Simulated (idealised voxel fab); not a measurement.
Documented hereafter: the process module known as voxel transistor to metal.
Pictured: cross-section cut, 300 nm wide, on a grid of 5 nm square cells.
A cross-section is a grid of square cells, given in bands from the top down. A band is one or more rows of cells. First you get the band's top height and its bottom height, in nm, and then the materials it's made of, left to right, with each width in nm. If you see a single material with "everywhere", that one covers the band edge to edge. "empty" is empty space. Counting heights begins at 0, where everything beneath is, in the wafer as received, one material. The lowest band has no bottom; it goes on downwards, as "0 nm and below" shows. The width entry "30->40" should be interpreted row by row: the top row of cells in the band takes the first number, the bottom row takes the second number, and the change between adjacent rows is uniform throughout. "changes: none" (step): cross-section cells unchanged, all of them. The entry "Voids, sealed" lists the empty spaces that cover at least 8 cells and have no open path to the top. Each is written as width x height at distance, where the distance is measured from the left edge and all three values are in nm. If you see something after the settings on a step's line, that's the simulator's own remark about that step. overlay nm: mask right of planned place by this much (step with mask). Neg. = left. Every pair from here on: before one process step, after it. The after cross-section reaches only to the lowest band that changed. Below the pair: the step in between and its settings. Pairs can belong to different runs of this module on the same starting wafer; a pair carries on from the pair above only if the entry headed "Status before step" says so.
Status before step:
- 75 nm to 70 nm | 50 of TiN, 5 of empty, 65 of TiN, 5 of empty, 50 of TiN, 5 of empty, 65 of TiN, 5 of empty, 50 of TiN
- 70 nm to 50 nm | 45 of lowk, 5 of TiN, 5 of empty, 5 of TiN, 55 of lowk, 5 of TiN, 5 of empty, 5 of TiN, 40 of lowk, 5 of TiN, 5 of empty, 5 of TiN, 55 of lowk, 5 of TiN, 5 of empty, 5 of TiN, 45 of lowk
- 50 nm to 45 nm | 45 of SiCN, 15 of TiN, 55 of SiCN, 15 of TiN, 40 of SiCN, 15 of TiN, 55 of SiCN, 15 of TiN, 45 of SiCN
- 45 nm to 30 nm | 45 of SiO2, 5 of TiN, 5 of SiO2, 5 of TiN, 55 of SiO2, 5 of TiN, 5 of SiO2, 5 of TiN, 40 of SiO2, 5 of TiN, 5 of SiO2, 5 of TiN, 55 of SiO2, 5 of TiN, 5 of SiO2, 5 of TiN, 45 of SiO2
- 30 nm to 15 nm | 45 of SiO2, 5 of TiN, 5 of SiO2, 5 of TiN, 5 of SiO2, 10 of SiN, 25 of SiCN, 10 of SiN, 5 of SiO2, 5 of TiN, 5 of SiO2, 5 of TiN, 40 of SiO2, 5 of TiN, 5 of SiO2, 5 of TiN, 5 of SiO2, 10 of SiN, 25 of SiCN, 10 of SiN, 5 of SiO2, 5 of TiN, 5 of SiO2, 5 of TiN, 45 of SiO2
- 15 nm to 10 nm | 45 of SiO2, 15 of TiN, 5 of SiO2, 10 of SiN, 25 of polySi, 10 of SiN, 5 of SiO2, 15 of TiN, 40 of SiO2, 15 of TiN, 5 of SiO2, 10 of SiN, 25 of polySi, 10 of SiN, 5 of SiO2, 15 of TiN, 45 of SiO2
- 10 nm to -5 nm | 45 of SiO2, 20 of pSi, 10 of SiN, 25 of polySi, 10 of SiN, 20 of pSi, 40 of SiO2, 20 of pSi, 10 of SiN, 25 of polySi, 10 of SiN, 20 of pSi, 45 of SiO2
- -5 nm to -10 nm | 30 of SiO2, 35 of pSi, 45 of SiO2, 35 of pSi, 10 of SiO2, 35 of pSi, 45 of SiO2, 35 of pSi, 30 of SiO2
- -10 nm to -25 nm | 35 of SiO2, 30 of pSi, 45 of Si, 30 of pSi, 20 of SiO2, 30 of pSi, 45 of Si, 30 of pSi, 35 of SiO2
- -25 nm to -40 nm | 35 of SiO2, 105 of Si, 20 of SiO2, 105 of Si, 35 of SiO2
- -40 nm and below | Si everywhere
- Voids, sealed: none
Cut View, Post-Step:
- 85 nm to 75 nm | W everywhere
- 75 nm to 70 nm | 50 of TiN, 5 of W, 65 of TiN, 5 of W, 50 of TiN, 5 of W, 65 of TiN, 5 of W, 50 of TiN
- 70 nm to 50 nm | 45 of lowk, 5 of TiN, 5 of W, 5 of TiN, 55 of lowk, 5 of TiN, 5 of W, 5 of TiN, 40 of lowk, 5 of TiN, 5 of W, 5 of TiN, 55 of lowk, 5 of TiN, 5 of W, 5 of TiN, 45 of lowk
- Below 50, the layers are the same as they were.
- Voids, sealed: none
Step between the cross-sections above: FILL_DEP | material W | thk nm 10
Status before step: check the pair just above; its after cross-section is our before state.
Cut View, Post-Step:
- 70 nm to 50 nm | 45 of lowk, 5 of TiN, 5 of W, 5 of TiN, 55 of lowk, 5 of TiN, 5 of W, 5 of TiN, 40 of lowk, 5 of TiN, 5 of W, 5 of TiN, 55 of lowk, 5 of TiN, 5 of W, 5 of TiN, 45 of lowk
- Below 50, the layers are the same as they were.
- Voids, sealed: none
Step between the cross-sections above: CMP | height nm 70
Status before step: check the pair just above; its after cross-section is our before state.
Cut View, Post-Step:
- 75 nm to 70 nm | SiN everywhere
- Below 70, the layers are the same as they were.
- Voids, sealed: none
Step between the cross-sections above: CONFORMAL_DEP | material SiN | thk nm 5
Status before step:
- 80 nm to 70 nm | aC everywhere
- 70 nm to 50 nm | lowk everywhere
- 50 nm to 45 nm | SiCN everywhere
- 45 nm to 30 nm | 45 of SiO2, 5 of TiN, 5 of Ru, 5 of TiN, 55 of SiO2, 5 of TiN, 5 of Ru, 5 of TiN, 40 of SiO2, 5 of TiN, 5 of Ru, 5 of TiN, 55 of SiO2, 5 of TiN, 5 of Ru, 5 of TiN, 45 of SiO2
- 30 nm to 15 nm | 45 of SiO2, 5 of TiN, 5 of Ru, 5 of TiN, 5 of SiO2, 10 of SiN, 25 of SiCN, 10 of SiN, 5 of SiO2, 5 of TiN, 5 of Ru, 5 of TiN, 40 of SiO2, 5 of TiN, 5 of Ru, 5 of TiN, 5 of SiO2, 10 of SiN, 25 of SiCN, 10 of SiN, 5 of SiO2, 5 of TiN, 5 of Ru, 5 of TiN, 45 of SiO2
- 15 nm to 10 nm | 45 of SiO2, 15 of TiN, 5 of SiO2, 10 of SiN, 25 of polySi, 10 of SiN, 5 of SiO2, 15 of TiN, 40 of SiO2, 15 of TiN, 5 of SiO2, 10 of SiN, 25 of polySi, 10 of SiN, 5 of SiO2, 15 of TiN, 45 of SiO2
- 10 nm to -5 nm | 45 of SiO2, 20 of pSi, 10 of SiN, 25 of polySi, 10 of SiN, 20 of pSi, 40 of SiO2, 20 of pSi, 10 of SiN, 25 of polySi, 10 of SiN, 20 of pSi, 45 of SiO2
- -5 nm to -10 nm | 30 of SiO2, 35 of pSi, 45 of SiO2, 35 of pSi, 10 of SiO2, 35 of pSi, 45 of SiO2, 35 of pSi, 30 of SiO2
- -10 nm to -25 nm | 35 of SiO2, 30 of pSi, 45 of Si, 30 of pSi, 20 of SiO2, 30 of pSi, 45 of Si, 30 of pSi, 35 of SiO2
- -25 nm to -40 nm | 35 of SiO2, 105 of Si, 20 of SiO2, 105 of Si, 35 of SiO2
- -40 nm and below | Si everywhere
- Voids, sealed: none
Cut View, Post-Step:
- 105 nm to 80 nm | 45 of empty, 15 of resist, 55 of empty, 15 of resist, 40 of empty, 15 of resist, 55 of empty, 15 of resist, 45 of empty
- Below 80, the layers are the same as they were.
- Voids, sealed: none
Step between the cross-sections above: PATTERN | tone cover | mask id METAL_1 | material resist | width nm 15 | thk nm 25 | overlay nm 0
Status before step: check the pair just above; its after cross-section is our before state.
Cut View, Post-Step:
- 95 nm to 80 nm | 45 of empty, 15 of resist, 55 of empty, 15 of resist, 40 of empty, 15 of resist, 55 of empty, 15 of resist, 45 of empty
- 80 nm to 70 nm | 45 of empty, 15 of aC, 55 of empty, 15 of aC, 40 of empty, 15 of aC, 55 of empty, 15 of aC, 45 of empty
- Below 70, the layers are the same as they were.
- Voids, sealed: none
Step between the cross-sections above: DIRECTIONAL_ETCH | etch materials aC | depth nm 10
Status before step: check the pair just above; its after cross-section is our before state.
Cut View, Post-Step:
- 80 nm to 70 nm | 45 of empty, 15 of aC, 55 of empty, 15 of aC, 40 of empty, 15 of aC, 55 of empty, 15 of aC, 45 of empty
- Below 70, the layers are the same as they were.
- Voids, sealed: none
Step between the cross-sections above: STRIP | etch materials resist
Status before step: check the pair just above; its after cross-section is our before state.
Cut View, Post-Step:
- 80 nm to 70 nm | 45 of empty, 15 of aC, 55 of empty, 15 of aC, 40 of empty, 15 of aC, 55 of empty, 15 of aC, 45 of empty
- 70 nm to 50 nm | 45 of empty, 15 of lowk, 55 of empty, 15 of lowk, 40 of empty, 15 of lowk, 55 of empty, 15 of lowk, 45 of empty
- Below 50, the layers are the same as they were.
- Voids, sealed: none
Step between the cross-sections above: DIRECTIONAL_ETCH | etch materials lowk | depth nm 20
Status before step: check the pair just above; its after cross-section is our before state.
Cut View, Post-Step:
- 80 nm to 70 nm | 45 of empty, 15 of aC, 55 of empty, 15 of aC, 40 of empty, 15 of aC, 55 of empty, 15 of aC, 45 of empty
- 70 nm to 50 nm | 45 of empty, 15 of lowk, 55 of empty, 15 of lowk, 40 of empty, 15 of lowk, 55 of empty, 15 of lowk, 45 of empty
- 50 nm to 45 nm | 45 of empty, 15 of SiCN, 55 of empty, 15 of SiCN, 40 of empty, 15 of SiCN, 55 of empty, 15 of SiCN, 45 of empty
- Below 45, the layers are the same as they were.
- Voids, sealed: none
Step between the cross-sections above: DIRECTIONAL_ETCH | etch materials SiCN | depth nm 5
Status before step: check the pair just above; its after cross-section is our before state.
Cut View, Post-Step:
- 70 nm to 50 nm | 45 of empty, 15 of lowk, 55 of empty, 15 of lowk, 40 of empty, 15 of lowk, 55 of empty, 15 of lowk, 45 of empty
- Below 50, the layers are the same as they were.
- Voids, sealed: none
Step between the cross-sections above: STRIP | etch materials aC
Status before step: check the pair just above; its after cross-section is our before state.
Cut View, Post-Step:
- 75 nm to 70 nm | 40 of empty, 25 of TiN, 45 of empty, 25 of TiN, 30 of empty, 25 of TiN, 45 of empty, 25 of TiN, 40 of empty
- 70 nm to 50 nm | 40 of empty, 5 of TiN, 15 of lowk, 5 of TiN, 45 of empty, 5 of TiN, 15 of lowk, 5 of TiN, 30 of empty, 5 of TiN, 15 of lowk, 5 of TiN, 45 of empty, 5 of TiN, 15 of lowk, 5 of TiN, 40 of empty
- 50 nm to 45 nm | 45 of TiN, 15 of SiCN, 55 of TiN, 15 of SiCN, 40 of TiN, 15 of SiCN, 55 of TiN, 15 of SiCN, 45 of TiN
- Below 45, the layers are the same as they were.
- Voids, sealed: none
Step between the cross-sections above: CONFORMAL_DEP | material TiN | thk nm 5
Status before step: check the pair just above; its after cross-section is our before state.
Cut View, Post-Step:
- 85 nm to 75 nm | W everywhere
- 75 nm to 70 nm | 40 of W, 25 of TiN, 45 of W, 25 of TiN, 30 of W, 25 of TiN, 45 of W, 25 of TiN, 40 of W
- 70 nm to 50 nm | 40 of W, 5 of TiN, 15 of lowk, 5 of TiN, 45 of W, 5 of TiN, 15 of lowk, 5 of TiN, 30 of W, 5 of TiN, 15 of lowk, 5 of TiN, 45 of W, 5 of TiN, 15 of lowk, 5 of TiN, 40 of W
- Below 50, the layers are the same as they were.
- Voids, sealed: none
Step between the cross-sections above: FILL_DEP | material W | thk nm 10
Status before step: check the pair just above; its after cross-section is our before state.
Cut View, Post-Step:
- 70 nm to 50 nm | 40 of W, 5 of TiN, 15 of lowk, 5 of TiN, 45 of W, 5 of TiN, 15 of lowk, 5 of TiN, 30 of W, 5 of TiN, 15 of lowk, 5 of TiN, 45 of W, 5 of TiN, 15 of lowk, 5 of TiN, 40 of W
- Below 50, the layers are the same as they were.
- Voids, sealed: none
Step between the cross-sections above: CMP | height nm 70
Status before step: check the pair just above; its after cross-section is our before state.
Cut View, Post-Step:
- 75 nm to 70 nm | SiN everywhere
- Below 70, the layers are the same as they were.
- Voids, sealed: none
Step between the cross-sections above: CONFORMAL_DEP | material SiN | thk nm 5
